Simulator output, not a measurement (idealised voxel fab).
process module | voxel transistor to metal
cross-section cut | 200 nm wide | cells 5 nm
A cross-section is a grid of square cells, given in bands from the top down. A band is one or more rows of cells.
Each band's line starts with the height of the band's top and of its bottom, in nm. Then come its materials from left to right, each with its width in nm. One material with "throughout" fills the band from edge to edge. "air" is empty space.
Height 0 is the level under which the wafer as received is all one material. The lowest band goes on downwards, as in "0 down".
A width such as "30 to 40" changes by the same amount from each row of cells to the next, from the band's top row to its bottom row.
"no change" after a step means that no cell of the cross-section changed.
closed voids: empty space of 8 cells or more with no open way to the top, each as width x height at its distance from the left edge, in nm
after a step's settings: what the simulator itself notes on the step
overlay nm, on a step with a mask: how far to the right of its planned place the mask lay; to the left if negative
plan
1 op RECEIVE | material Si
2 op CONFORMAL_DEP | material SiO2 | thk nm 5
3 op CONFORMAL_DEP | material SiN | thk nm 15
4 op MASKED_ETCH | tone cover | mask id ACTIVE | width nm 85 | etch materials SiN | depth nm 15 | overlay nm 0
5 op MASKED_ETCH | tone cover | mask id ACTIVE | width nm 85 | etch materials SiO2 | depth nm 5 | overlay nm 0
6 op MASKED_ETCH | tone cover | mask id ACTIVE | width nm 85 | etch materials Si | depth nm 25 | overlay nm 0
7 op OXIDIZE | depth nm 5
8 op FILL_DEP | material SiO2 | thk nm 15
9 op CMP | height nm 20
10 op SELECTIVE_ETCH | etch materials SiO2 | depth nm 10
11 op STRIP | etch materials SiN
12 op SELECTIVE_ETCH | etch materials SiO2 | depth nm 5
13 op OXIDIZE | depth nm 5
14 op DIRECTIONAL_DEP | material polySi | thk nm 30
15 op DIRECTIONAL_DEP | material SiCN | thk nm 15
16 op DIRECTIONAL_DEP | material aC | thk nm 10
17 op PATTERN | tone cover | mask id GATE | material resist | width nm 15 | thk nm 25 | overlay nm 0
18 op DIRECTIONAL_ETCH | etch materials aC | depth nm 10
19 op STRIP | etch materials resist
20 op DIRECTIONAL_ETCH | etch materials SiCN | depth nm 25
21 op DIRECTIONAL_ETCH | etch materials polySi | depth nm 40
22 op STRIP | etch materials aC
23 op CONFORMAL_DEP | material SiO2 | thk nm 5
24 op DIRECTIONAL_ETCH | etch materials SiO2 | depth nm 5
25 op CONFORMAL_DEP | material SiN | thk nm 10
26 op DIRECTIONAL_ETCH | etch materials SiN | depth nm 10
27 op DIRECTIONAL_ETCH | etch materials SiO2 | depth nm 5
28 op DIRECTIONAL_ETCH | etch materials Si | depth nm 15
29 op EPI | material nSi | thk nm 15
30 op FILL_DEP | material SiO2 | thk nm 5
31 op CMP | height nm 45
32 op DIRECTIONAL_DEP | material SiO2 | thk nm 10
33 op DIRECTIONAL_DEP | material aC | thk nm 10
34 op PATTERN | tone open | mask id CONTACT | material resist | width nm 15 | pitch nm 60 | thk nm 30 | overlay nm 0
35 op DIRECTIONAL_ETCH | etch materials aC | depth nm 10
36 op STRIP | etch materials resist
37 op DIRECTIONAL_ETCH | etch materials SiO2 | depth nm 45
38 op STRIP | etch materials aC
39 op CONFORMAL_DEP | material TiN | thk nm 5
40 op FILL_DEP | material W | thk nm 10
41 op CMP | height nm 55
42 op CONFORMAL_DEP | material SiCN | thk nm 5
43 op DIRECTIONAL_DEP | material SiO2 | thk nm 15
44 op PATTERN | tone open | mask id METAL_1 | material resist | width nm 15 | pitch nm 60 | thk nm 15 | overlay nm 0
45 op DIRECTIONAL_ETCH | etch materials SiO2 | depth nm 15
46 op DIRECTIONAL_ETCH | etch materials SiCN | depth nm 5
47 op STRIP | etch materials resist
48 op CONFORMAL_DEP | material TiN | thk nm 5
49 op FILL_DEP | material W | thk nm 10
50 op CMP | height nm 75
51 op CONFORMAL_DEP | material SiCN | thk nm 5
52 op DIRECTIONAL_DEP | material SiO2 | thk nm 25
53 op PATTERN | tone open | mask id METAL_2 | material resist | width nm 15 | pitch nm 60 | thk nm 20 | overlay nm 0
54 op DIRECTIONAL_ETCH | etch materials SiO2 | depth nm 15
55 op STRIP | etch materials resist
56 op PATTERN | tone open | mask id METAL_2_HOLES | material resist | width nm 15 | pitch nm 60 | thk nm 20 | overlay nm 0
57 op DIRECTIONAL_ETCH | etch materials SiO2 | depth nm 10
58 op DIRECTIONAL_ETCH | etch materials SiCN | depth nm 5
59 op STRIP | etch materials resist
60 op CONFORMAL_DEP | material TiN | thk nm 5
61 op FILL_DEP | material Ru | thk nm 5
62 op CMP | height nm 105
63 op CONFORMAL_DEP | material SiCN | thk nm 5
first wafer, as planned
as received, after step 1
  0 down: Si throughout
  closed voids: none
after step 2
  5 to 0: SiO2 throughout
  below 0: unchanged
after step 3
  20 to 5: SiN throughout
  below 5: unchanged
after step 4
  20 to 5: air 55 | SiN 85 | air 60
  below 5: unchanged
after step 5
  20 to 5: air 55 | SiN 85 | air 60
  5 to 0: air 55 | SiO2 85 | air 60
  below 0: unchanged
after step 6
  20 to 5: air 55 | SiN 85 | air 60
  5 to 0: air 55 | SiO2 85 | air 60
  0 to -25: air 55 | Si 85 | air 60
  below -25: unchanged
after step 7
  20 to 5: air 55 | SiN 85 | air 60
  5 to 0: air 55 | SiO2 85 | air 60
  0 to -25: air 55 | SiO2 5 | Si 75 | SiO2 5 | air 60
  -25 to -30: SiO2 60 | Si 75 | SiO2 65
  below -30: unchanged
after step 8
  35 to 20: SiO2 throughout
  20 to 5: SiO2 55 | SiN 85 | SiO2 60
  5 to 0: SiO2 throughout
  0 to -30: SiO2 60 | Si 75 | SiO2 65
  below -30: unchanged
after step 9
  20 to 5: SiO2 55 | SiN 85 | SiO2 60
  below 5: unchanged
after step 10
  20 to 10: air 55 | SiN 85 | air 60
  below 10: unchanged
after step 11
  10 to 5: SiO2 55 | air 85 | SiO2 60
  below 5: unchanged
after step 12
  5 to 0: SiO2 50 | air 95 | SiO2 55
  below 0: unchanged
after step 13
  5 to 0: SiO2 50 | air 95 | SiO2 55
  0 to -5: SiO2 throughout
  below -5: unchanged
after step 14
  35 to 30: polySi 50 | air 95 | polySi 55
  30 to 5: polySi throughout
  5 to 0: SiO2 50 | polySi 95 | SiO2 55
  below 0: unchanged
after step 15
  50 to 45: SiCN 50 | air 95 | SiCN 55
  45 to 35: SiCN throughout
  35 to 30: polySi 50 | SiCN 95 | polySi 55
  below 30: unchanged
after step 16
  60 to 55: aC 50 | air 95 | aC 55
  55 to 50: aC throughout
  50 to 45: SiCN 50 | aC 95 | SiCN 55
  below 45: unchanged
after step 17
  85 to 60: air 90 | resist 15 | air 95
  60 to 55: aC 50 | air 40 | resist 15 | air 40 | aC 55
  below 55: unchanged
after step 18
  75 to 55: air 90 | resist 15 | air 95
  55 to 50: air 90 | aC 15 | air 95
  50 to 45: SiCN 50 | air 40 | aC 15 | air 40 | SiCN 55
  below 45: unchanged
after step 19
  55 to 50: air 90 | aC 15 | air 95
  below 50: unchanged
after step 20
  55 to 45: air 90 | aC 15 | air 95
  45 to 35: air 90 | SiCN 15 | air 95
  35 to 30: polySi 50 | air 40 | SiCN 15 | air 40 | polySi 55
  below 30: unchanged
after step 21
  55 to 45: air 90 | aC 15 | air 95
  45 to 30: air 90 | SiCN 15 | air 95
  30 to 5: air 90 | polySi 15 | air 95
  5 to 0: SiO2 50 | air 40 | polySi 15 | air 40 | SiO2 55
  below 0: unchanged
after step 22
  45 to 30: air 90 | SiCN 15 | air 95
  below 30: unchanged
after step 23
  50 to 45: air 85 | SiO2 25 | air 90
  45 to 30: air 85 | SiO2 5 | SiCN 15 | SiO2 5 | air 90
  30 to 10: air 85 | SiO2 5 | polySi 15 | SiO2 5 | air 90
  10 to 5: SiO2 55 | air 30 | SiO2 5 | polySi 15 | SiO2 5 | air 30 | SiO2 60
  5 to 0: SiO2 90 | polySi 15 | SiO2 95
  below 0: unchanged
after step 24
  45 to 30: air 85 | SiO2 5 | SiCN 15 | SiO2 5 | air 90
  30 to 5: air 85 | SiO2 5 | polySi 15 | SiO2 5 | air 90
  5 to 0: SiO2 55 | air 30 | SiO2 5 | polySi 15 | SiO2 5 | air 30 | SiO2 60
  below 0: unchanged
after step 25
  55 to 45: air 75 | SiN 45 | air 80
  45 to 30: air 75 | SiN 10 | SiO2 5 | SiCN 15 | SiO2 5 | SiN 10 | air 80
  30 to 15: air 75 | SiN 10 | SiO2 5 | polySi 15 | SiO2 5 | SiN 10 | air 80
  15 to 10: SiN 65 | air 10 | SiN 10 | SiO2 5 | polySi 15 | SiO2 5 | SiN 10 | air 10 | SiN 70
  10 to 5: SiN 85 | SiO2 5 | polySi 15 | SiO2 5 | SiN 90
  5 to 0: SiO2 55 | SiN 30 | SiO2 5 | polySi 15 | SiO2 5 | SiN 30 | SiO2 60
  below 0: unchanged
after step 26
  45 to 30: air 75 | SiN 10 | SiO2 5 | SiCN 15 | SiO2 5 | SiN 10 | air 80
  30 to 5: air 75 | SiN 10 | SiO2 5 | polySi 15 | SiO2 5 | SiN 10 | air 80
  5 to 0: SiO2 55 | SiN 10 | air 10 | SiN 10 | SiO2 5 | polySi 15 | SiO2 5 | SiN 10 | air 10 | SiN 10 | SiO2 60
  below 0: unchanged
after step 27
  45 to 40: air 75 | SiN 10 | air 5 | SiCN 15 | air 5 | SiN 10 | air 80
  40 to 30: air 75 | SiN 10 | SiO2 5 | SiCN 15 | SiO2 5 | SiN 10 | air 80
  30 to 5: air 75 | SiN 10 | SiO2 5 | polySi 15 | SiO2 5 | SiN 10 | air 80
  5 to 0: air 55 | SiN 10 | air 10 | SiN 10 | SiO2 5 | polySi 15 | SiO2 5 | SiN 10 | air 10 | SiN 10 | air 60
  0 to -5: SiO2 65 | air 10 | SiO2 45 | air 10 | SiO2 70
  below -5: unchanged
after step 28
  45 to 40: air 75 | SiN 10 | air 5 | SiCN 15 | air 5 | SiN 10 | air 80
  40 to 30: air 75 | SiN 10 | SiO2 5 | SiCN 15 | SiO2 5 | SiN 10 | air 80
  30 to 5: air 75 | SiN 10 | SiO2 5 | polySi 15 | SiO2 5 | SiN 10 | air 80
  5 to 0: air 55 | SiN 10 | air 10 | SiN 10 | SiO2 5 | polySi 15 | SiO2 5 | SiN 10 | air 10 | SiN 10 | air 60
  0 to -5: SiO2 65 | air 10 | SiO2 45 | air 10 | SiO2 70
  -5 to -20: SiO2 60 | Si 5 | air 10 | Si 45 | air 10 | Si 5 | SiO2 65
  below -20: unchanged
after step 29
  45 to 40: air 75 | SiN 10 | air 5 | SiCN 15 | air 5 | SiN 10 | air 80
  40 to 30: air 75 | SiN 10 | SiO2 5 | SiCN 15 | SiO2 5 | SiN 10 | air 80
  30 to 10: air 75 | SiN 10 | SiO2 5 | polySi 15 | SiO2 5 | SiN 10 | air 80
  10 to 5: air 60 | nSi 15 | SiN 10 | SiO2 5 | polySi 15 | SiO2 5 | SiN 10 | nSi 15 | air 65
  5 to 0: air 55 | SiN 10 | nSi 10 | SiN 10 | SiO2 5 | polySi 15 | SiO2 5 | SiN 10 | nSi 10 | SiN 10 | air 60
  0 to -5: SiO2 65 | nSi 10 | SiO2 45 | nSi 10 | SiO2 70
  -5 to -20: SiO2 60 | Si 5 | nSi 10 | Si 45 | nSi 10 | Si 5 | SiO2 65
  below -20: unchanged
after step 30
  50 to 45: SiO2 throughout
  45 to 30: SiO2 75 | SiN 10 | SiO2 5 | SiCN 15 | SiO2 5 | SiN 10 | SiO2 80
  30 to 10: SiO2 75 | SiN 10 | SiO2 5 | polySi 15 | SiO2 5 | SiN 10 | SiO2 80
  10 to 5: SiO2 60 | nSi 15 | SiN 10 | SiO2 5 | polySi 15 | SiO2 5 | SiN 10 | nSi 15 | SiO2 65
  5 to 0: SiO2 55 | SiN 10 | nSi 10 | SiN 10 | SiO2 5 | polySi 15 | SiO2 5 | SiN 10 | nSi 10 | SiN 10 | SiO2 60
  below 0: unchanged
after step 31
  45 to 30: SiO2 75 | SiN 10 | SiO2 5 | SiCN 15 | SiO2 5 | SiN 10 | SiO2 80
  below 30: unchanged
after step 32
  55 to 45: SiO2 throughout
  below 45: unchanged
after step 33
  65 to 55: aC throughout
  below 55: unchanged
after step 34
  95 to 65: resist 60 | air 15 | resist 45 | air 15 | resist 65
  below 65: unchanged
after step 35
  85 to 65: resist 60 | air 15 | resist 45 | air 15 | resist 65
  65 to 55: aC 60 | air 15 | aC 45 | air 15 | aC 65
  below 55: unchanged
after step 36
  65 to 55: aC 60 | air 15 | aC 45 | air 15 | aC 65
  below 55: unchanged
after step 37
  65 to 55: aC 60 | air 15 | aC 45 | air 15 | aC 65
  55 to 45: SiO2 60 | air 15 | SiO2 45 | air 15 | SiO2 65
  45 to 30: SiO2 60 | air 15 | SiN 10 | SiO2 5 | SiCN 15 | SiO2 5 | SiN 10 | air 15 | SiO2 65
  30 to 10: SiO2 60 | air 15 | SiN 10 | SiO2 5 | polySi 15 | SiO2 5 | SiN 10 | air 15 | SiO2 65
  below 10: unchanged
after step 38
  55 to 45: SiO2 60 | air 15 | SiO2 45 | air 15 | SiO2 65
  below 45: unchanged
after step 39
  60 to 55: TiN 65 | air 5 | TiN 55 | air 5 | TiN 70
  55 to 45: SiO2 60 | TiN 5 | air 5 | TiN 5 | SiO2 45 | TiN 5 | air 5 | TiN 5 | SiO2 65
  45 to 30: SiO2 60 | TiN 5 | air 5 | TiN 5 | SiN 10 | SiO2 5 | SiCN 15 | SiO2 5 | SiN 10 | TiN 5 | air 5 | TiN 5 | SiO2 65
  30 to 15: SiO2 60 | TiN 5 | air 5 | TiN 5 | SiN 10 | SiO2 5 | polySi 15 | SiO2 5 | SiN 10 | TiN 5 | air 5 | TiN 5 | SiO2 65
  15 to 10: SiO2 60 | TiN 15 | SiN 10 | SiO2 5 | polySi 15 | SiO2 5 | SiN 10 | TiN 15 | SiO2 65
  below 10: unchanged
after step 40
  70 to 60: W throughout
  60 to 55: TiN 65 | W 5 | TiN 55 | W 5 | TiN 70
  55 to 45: SiO2 60 | TiN 5 | W 5 | TiN 5 | SiO2 45 | TiN 5 | W 5 | TiN 5 | SiO2 65
  45 to 30: SiO2 60 | TiN 5 | W 5 | TiN 5 | SiN 10 | SiO2 5 | SiCN 15 | SiO2 5 | SiN 10 | TiN 5 | W 5 | TiN 5 | SiO2 65
  30 to 15: SiO2 60 | TiN 5 | W 5 | TiN 5 | SiN 10 | SiO2 5 | polySi 15 | SiO2 5 | SiN 10 | TiN 5 | W 5 | TiN 5 | SiO2 65
  below 15: unchanged
after step 41
  55 to 45: SiO2 60 | TiN 5 | W 5 | TiN 5 | SiO2 45 | TiN 5 | W 5 | TiN 5 | SiO2 65
  below 45: unchanged
after step 42
  60 to 55: SiCN throughout
  below 55: unchanged
after step 43
  75 to 60: SiO2 throughout
  below 60: unchanged
after step 44
  90 to 75: resist 60 | air 15 | resist 45 | air 15 | resist 65
  below 75: unchanged
after step 45
  90 to 75: resist 60 | air 15 | resist 45 | air 15 | resist 65
  75 to 60: SiO2 60 | air 15 | SiO2 45 | air 15 | SiO2 65
  below 60: unchanged
after step 46
  90 to 75: resist 60 | air 15 | resist 45 | air 15 | resist 65
  75 to 60: SiO2 60 | air 15 | SiO2 45 | air 15 | SiO2 65
  60 to 55: SiCN 60 | air 15 | SiCN 45 | air 15 | SiCN 65
  below 55: unchanged
after step 47
  75 to 60: SiO2 60 | air 15 | SiO2 45 | air 15 | SiO2 65
  below 60: unchanged
after step 48
  80 to 75: TiN 65 | air 5 | TiN 55 | air 5 | TiN 70
  75 to 60: SiO2 60 | TiN 5 | air 5 | TiN 5 | SiO2 45 | TiN 5 | air 5 | TiN 5 | SiO2 65
  60 to 55: SiCN 60 | TiN 15 | SiCN 45 | TiN 15 | SiCN 65
  below 55: unchanged
after step 49
  90 to 80: W throughout
  80 to 75: TiN 65 | W 5 | TiN 55 | W 5 | TiN 70
  75 to 60: SiO2 60 | TiN 5 | W 5 | TiN 5 | SiO2 45 | TiN 5 | W 5 | TiN 5 | SiO2 65
  below 60: unchanged
after step 50
  75 to 60: SiO2 60 | TiN 5 | W 5 | TiN 5 | SiO2 45 | TiN 5 | W 5 | TiN 5 | SiO2 65
  below 60: unchanged
after step 51
  80 to 75: SiCN throughout
  below 75: unchanged
after step 52
  105 to 80: SiO2 throughout
  below 80: unchanged
after step 53
  125 to 105: resist 60 | air 15 | resist 45 | air 15 | resist 65
  below 105: unchanged
after step 54
  125 to 105: resist 60 | air 15 | resist 45 | air 15 | resist 65
  105 to 90: SiO2 60 | air 15 | SiO2 45 | air 15 | SiO2 65
  below 90: unchanged
after step 55
  105 to 90: SiO2 60 | air 15 | SiO2 45 | air 15 | SiO2 65
  below 90: unchanged
after step 56
  125 to 105: resist 60 | air 15 | resist 45 | air 15 | resist 65
  below 105: unchanged
after step 57
  125 to 105: resist 60 | air 15 | resist 45 | air 15 | resist 65
  105 to 80: SiO2 60 | air 15 | SiO2 45 | air 15 | SiO2 65
  below 80: unchanged
after step 58
  125 to 105: resist 60 | air 15 | resist 45 | air 15 | resist 65
  105 to 80: SiO2 60 | air 15 | SiO2 45 | air 15 | SiO2 65
  80 to 75: SiCN 60 | air 15 | SiCN 45 | air 15 | SiCN 65
  below 75: unchanged
after step 59
  105 to 80: SiO2 60 | air 15 | SiO2 45 | air 15 | SiO2 65
  below 80: unchanged
after step 60
  110 to 105: TiN 65 | air 5 | TiN 55 | air 5 | TiN 70
  105 to 80: SiO2 60 | TiN 5 | air 5 | TiN 5 | SiO2 45 | TiN 5 | air 5 | TiN 5 | SiO2 65
  80 to 75: SiCN 60 | TiN 15 | SiCN 45 | TiN 15 | SiCN 65
  below 75: unchanged
after step 61
  115 to 110: Ru throughout
  110 to 105: TiN 65 | Ru 5 | TiN 55 | Ru 5 | TiN 70
  105 to 80: SiO2 60 | TiN 5 | Ru 5 | TiN 5 | SiO2 45 | TiN 5 | Ru 5 | TiN 5 | SiO2 65
  below 80: unchanged
after step 62
  105 to 80: SiO2 60 | TiN 5 | Ru 5 | TiN 5 | SiO2 45 | TiN 5 | Ru 5 | TiN 5 | SiO2 65
  below 80: unchanged
after step 63
  110 to 105: SiCN throughout
  below 105: unchanged
second wafer: like start, like plan, one mistake. Through step 60 it matches the first wafer
when step 61 should have ended
  115 to 110: W throughout
  110 to 105: TiN 65 | W 5 | TiN 55 | W 5 | TiN 70
  105 to 80: SiO2 60 | TiN 5 | W 5 | TiN 5 | SiO2 45 | TiN 5 | W 5 | TiN 5 | SiO2 65
  below 80: unchanged
when step 62 should have ended
  105 to 80: SiO2 60 | TiN 5 | W 5 | TiN 5 | SiO2 45 | TiN 5 | W 5 | TiN 5 | SiO2 65
  below 80: unchanged
when step 63 should have ended
  110 to 105: SiCN throughout
  below 105: unchanged
what went wrong: step 61 ran as: op FILL_DEP | material W | thk nm 5
at the end the second wafer has, in cells: 10 fewer of Ru | 10 more of W
